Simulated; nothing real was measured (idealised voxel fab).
Herein follows the process module entitled voxel capacitor over wiring.
Pictured: cross-section cut, 240 nm wide, on a grid of 5 nm square cells.
Think of the cross-section as a grid of square cells. We describe it in bands, top to bottom, and each band covers one or more rows of those cells.
Within each band entry, the heights of the top and of the bottom of the band appear first, in that order and in nm; the materials of the band then follow from left to right, each with its corresponding width in nm. The designation "all across" on a single material indicates that it fills the band from edge to edge; the designation "empty" indicates empty space.
Height datum 0, below which the as-received substrate wafer is one material. Lowest band open at the bottom, running downward: "0 and below".
With a width like "30..40", each row of cells in the band differs from the next by the same amount, the top row carrying the first number and the bottom row the second.
Any step labelled "identical to before" changed none of the cells in the cross-section.
Voids not open to the top, 8 cells minimum: see "Entrapped voids". Written width x height at distance; distance is from the left edge; nm.
It should be noted that, on the line of a given step, the content following the step's settings is a remark produced by the simulator itself with respect to that step.
You can add "overlay nm" to a step's line. For a step with a mask, it describes how far the mask lay to the right of its planned position, and a negative number describes a lay to the left.
Intended process steps:
1: RECEIVE [material Si]
2: CONFORMAL_DEP [material SiO2] [thk nm 15]
3: CONFORMAL_DEP [material SiN] [thk nm 5]
4: DIRECTIONAL_DEP [material SiO2] [thk nm 15]
5: MASKED_ETCH [tone open] [mask id METAL_1] [width nm 20] [pitch nm 70] [etch materials SiO2] [depth nm 15] [overlay nm 0]
6: MASKED_ETCH [tone open] [mask id METAL_1] [width nm 20] [pitch nm 70] [etch materials SiN] [depth nm 5] [overlay nm 0]
7: CONFORMAL_DEP [material TiN] [thk nm 5]
8: FILL_DEP [material W] [thk nm 5]
9: CMP [height nm 35]
10: CONFORMAL_DEP [material SiCN] [thk nm 5]
11: DIRECTIONAL_DEP [material SiO2] [thk nm 10]
12: PATTERN [tone open] [mask id PLUG_1] [material resist] [width nm 15] [thk nm 20] [overlay nm 0]
13: DIRECTIONAL_ETCH [etch materials SiO2] [depth nm 10]
14: DIRECTIONAL_ETCH [etch materials SiCN] [depth nm 5]
15: STRIP [etch materials resist]
16: CONFORMAL_DEP [material TiN] [thk nm 5]
17: FILL_DEP [material Cu] [thk nm 5]
18: CMP [height nm 50]
19: DIRECTIONAL_DEP [material TiN] [thk nm 5]
20: DIRECTIONAL_DEP [material Al2O3] [thk nm 5]
21: DIRECTIONAL_DEP [material TiN] [thk nm 5]
22: MASKED_ETCH [tone cover] [mask id UPPER_PLATE] [width nm 55] [etch materials TiN] [depth nm 5] [overlay nm 0]
23: MASKED_ETCH [tone cover] [mask id UPPER_PLATE] [width nm 55] [etch materials Al2O3] [depth nm 5] [overlay nm 0]
24: DIRECTIONAL_DEP [material aC] [thk nm 15]
25: PATTERN [tone cover] [mask id LOWER_PLATE] [material resist] [width nm 65] [thk nm 35] [overlay nm 0]
26: DIRECTIONAL_ETCH [etch materials aC] [depth nm 15]
27: STRIP [etch materials resist]
28: DIRECTIONAL_ETCH [etch materials TiN] [depth nm 5]
29: STRIP [etch materials aC]
30: FILL_DEP [material SiO2] [thk nm 20]
31: CMP [height nm 80]
32: MASKED_ETCH [tone open] [mask id PLUG_2] [width nm 15] [etch materials SiO2] [depth nm 15] [overlay nm 0]
33: CONFORMAL_DEP [material TiN] [thk nm 5]
34: FILL_DEP [material Cu] [thk nm 5]
35: CMP [height nm 80]
36: CONFORMAL_DEP [material SiN] [thk nm 5]
As-received state of the wafer in cross-section, equivalent to post-step 1:
* 0 and below: Si all across
* Entrapped voids: none
Wafer cross-section at end of module: start and plan as shown above, one execution error:
* 85 down to 80: SiN all across
* 80 down to 70: SiO2: 90, then TiN: 5, then Cu: 5, then TiN: 5, then SiO2: 135
* 70 down to 65: SiO2: 90, then TiN: 15, then SiO2: 135
* 65 down to 60: SiO2 all across
* 60 down to 55: SiO2: 80, then Al2O3: 55, then SiO2: 105
* 55 down to 50: SiO2: 75, then TiN: 65, then SiO2: 100
* 50 down to 40: SiO2: 80, then TiN: 5, then Cu: 5, then TiN: 5, then SiO2: 145
* 40 down to 35: SiCN: 80, then TiN: 15, then SiCN: 145
* 35 down to 20: SiO2: 75, then TiN: 5, then W: 10, then TiN: 5, then SiO2: 50, then TiN: 5, then W: 10, then TiN: 5, then SiO2: 75
* 20 down to 15: SiN: 75, then TiN: 20, then SiN: 50, then TiN: 20, then SiN: 75
* 15 down to 0: SiO2 all across
* 0 and below: Si all across
* Entrapped voids: none
Plan not followed: step 21 of the plan was jumped over and never run
